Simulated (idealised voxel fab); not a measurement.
Module name: voxel self aligned vias (process module)
Cross-section cut: width 290 nm, square cells of 5 nm.
Heads up, the way a cross-section reads in here is a grid of square cells, handed over as bands from the top down, with every band being one or more rows of cells.
The entry gives the band's vertical extent as a top height and a bottom height in nm, then its horizontal make-up as materials from left to right, each with a width in nm. "air" stands for empty space; a single material marked "edge to edge" fills the band edge to edge.
Counting heights begins at 0, where everything beneath is, in the wafer as received, one material. The lowest band has no bottom; it goes on downwards, as "0 nm and below" shows.
Graded width ("30->40"): value in top row of band = first number; value in bottom row = second number; row-to-row change constant.
Key: "no modification" - step with no changed cell in the cross-section.
Entry "Tabulated closed voids" = empty spaces >= 8 cells with no open way to the top; each as width x height at distance, distance from left edge, all nm.
The remark found on a step's line after its settings is issued by the simulator itself and pertains to that step.
When a step includes a mask, the "overlay nm" setting on its line states how far to the right of its planned place that mask lay, and negative values state how far to the left.

The following list gives the planned process steps:
1. RECEIVE (material Si)
2. CONFORMAL_DEP (material SiO2; thk nm 15)
3. CONFORMAL_DEP (material SiCN; thk nm 5)
4. DIRECTIONAL_DEP (material lowk; thk nm 20)
5. DIRECTIONAL_DEP (material aC; thk nm 15)
6. PATTERN (tone open; mask id LINES; material resist; width nm 30; pitch nm 75; thk nm 35; overlay nm 0)
7. DIRECTIONAL_ETCH (etch materials aC; depth nm 15)
8. STRIP (etch materials resist)
9. DIRECTIONAL_ETCH (etch materials lowk; depth nm 20)
10. STRIP (etch materials aC)
11. CONFORMAL_DEP (material TiN; thk nm 5)
12. FILL_DEP (material W; thk nm 5)
13. CMP (height nm 40)
14. SELECTIVE_ETCH (etch materials W Ru TiN; depth nm 10)
15. FILL_DEP (material SiN; thk nm 5)
16. CMP (height nm 40)
17. DIRECTIONAL_DEP (material lowk; thk nm 15)
18. MASKED_ETCH (tone open; mask id VIAS; width nm 50; pitch nm 75; etch materials lowk; depth nm 15; overlay nm 0)
19. MASKED_ETCH (tone open; mask id VIAS; width nm 50; pitch nm 75; etch materials SiN; depth nm 10; overlay nm 0)
20. CONFORMAL_DEP (material TiN; thk nm 5)
21. FILL_DEP (material Ru; thk nm 10)
22. CMP (height nm 55)
23. CONFORMAL_DEP (material SiCN; thk nm 5)

Wafer cross-section on receipt, i.e. after step 1:
> 0 nm and below | Si edge to edge
> Tabulated closed voids: none

First of two wafers, end-of-module section, run followed plan:
> 60 nm to 55 nm | SiCN edge to edge
> 55 nm to 45 nm | 45 lowk | 5 TiN | 40 Ru | 5 TiN | 25 lowk | 5 TiN | 40 Ru | 5 TiN | 25 lowk | 5 TiN | 40 Ru | 5 TiN | 45 lowk
> 45 nm to 35 nm | 45->55 lowk | 15->5 TiN | 20 Ru | 15->5 TiN | 25->45 lowk | 15->5 TiN | 20 Ru | 15->5 TiN | 25->45 lowk | 15->5 TiN | 20 Ru | 15->5 TiN | 45->55 lowk
> 35 nm to 30 nm | 55 lowk | 30 TiN | 45 lowk | 30 TiN | 45 lowk | 30 TiN | 55 lowk
> 30 nm to 25 nm | 55 lowk | 5 TiN | 20 W | 5 TiN | 45 lowk | 5 TiN | 20 W | 5 TiN | 45 lowk | 5 TiN | 20 W | 5 TiN | 55 lowk
> 25 nm to 20 nm | 55 lowk | 30 TiN | 45 lowk | 30 TiN | 45 lowk | 30 TiN | 55 lowk
> 20 nm to 15 nm | SiCN edge to edge
> 15 nm to 0 nm | SiO2 edge to edge
> 0 nm and below | Si edge to edge
> Tabulated closed voids: none

What the second wafer looks like in cross-section once the module is done. Its start and its plan matched the first wafer's exactly; what differed was one mistake in how it was run:
> 60 nm to 55 nm | SiCN edge to edge
> 55 nm to 45 nm | 45 lowk | 5 TiN | 40 Ru | 5 TiN | 25 lowk | 5 TiN | 40 Ru | 5 TiN | 25 lowk | 5 TiN | 40 Ru | 5 TiN | 45 lowk
> 45 nm to 40 nm | 45 lowk | 50 TiN | 25 lowk | 50 TiN | 25 lowk | 50 TiN | 45 lowk
> 40 nm to 35 nm | SiCN edge to edge
> 35 nm to 15 nm | lowk edge to edge
> 15 nm to 0 nm | SiO2 edge to edge
> 0 nm and below | Si edge to edge
> Tabulated closed voids: none
What was the processing mistake? ran 3 and 4 in swapped order versus the plan
Final comparison by cell count, materials where the second wafer has more or fewer than the first: -24 Ru, -36 TiN, -12 W, +72 lowk
